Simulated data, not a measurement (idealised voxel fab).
Process module under the name voxel trench capacitor
The cross-section shown here is cut; it is 240 nm wide and divided into square cells measuring 5 nm on a side.
How to read a cross-section here: the picture is a grid of square cells, written as bands going from the top down, and any band can span one or more rows of cells. A band entry consists of two parts. The first gives the height of the band's top and the height of its bottom, in nm. The rest lists the band's materials from left to right, each with its width in nm. A single material labelled with the word "throughout" fills the band from edge to edge, and the word "empty" marks empty space. We count height from 0. Below that, the starting wafer is all one material. The lowest band never ends at the bottom but goes on down; see "0 -> down" for how that is written. The notation "30 to 40" denotes a width that varies across the rows of cells in the band, beginning at the first number in the top row, finishing at the second number in the bottom row, and changing by an identical amount from each row to the next. A step reported as "nothing changed" is a step in which no cell of the cross-section changed. Closed-off voids of 8+ cells (no open route to the top) go in "Completely enclosed voids", written width x height at distance from the left edge, in nm. Where a step's line continues beyond its settings, the continuation is a remark by the simulator itself on that step. When a step includes a mask, the "overlay nm" setting on its line states how far to the right of its planned place that mask lay, and negative values state how far to the left.

The process steps that were planned are listed below
1 RECEIVE, material Si
2 CONFORMAL_DEP, material SiN, thk nm 10
3 MASKED_ETCH, tone open, mask id TRENCH, width nm 25, pitch nm 40, etch materials SiN, depth nm 10, overlay nm 0
4 MASKED_ETCH, tone open, mask id TRENCH, width nm 25, pitch nm 40, etch materials Si, depth nm 40, overlay nm 0
5 CONFORMAL_DEP, material Al2O3, thk nm 5
6 FILL_DEP, material polySi, thk nm 10
7 CMP, height nm 10

Wafer as received: cross-section following step 1
> 0 -> down: Si throughout
> Completely enclosed voids: none

The cross-section shown corresponds to the wafer at the conclusion of the module. The initial structure and the process plan are those presented above; however, one mistake occurred in executing the plan
> 10 -> 5: polySi throughout
> 5 -> 0: 50 nm Al2O3 | 15 nm polySi | 25 nm Al2O3 | 15 nm polySi | 25 nm Al2O3 | 15 nm polySi | 25 nm Al2O3 | 15 nm polySi | 55 nm Al2O3
> 0 -> -35: 45 nm Si | 5 nm Al2O3 | 15 nm polySi | 5 nm Al2O3 | 15 nm Si | 5 nm Al2O3 | 15 nm polySi | 5 nm Al2O3 | 15 nm Si | 5 nm Al2O3 | 15 nm polySi | 5 nm Al2O3 | 15 nm Si | 5 nm Al2O3 | 15 nm polySi | 5 nm Al2O3 | 50 nm Si
> -35 -> -40: 45 nm Si | 25 nm Al2O3 | 15 nm Si | 25 nm Al2O3 | 15 nm Si | 25 nm Al2O3 | 15 nm Si | 25 nm Al2O3 | 50 nm Si
> -40 -> down: Si throughout
> Completely enclosed voids: none
Processing error: step 2 was left out
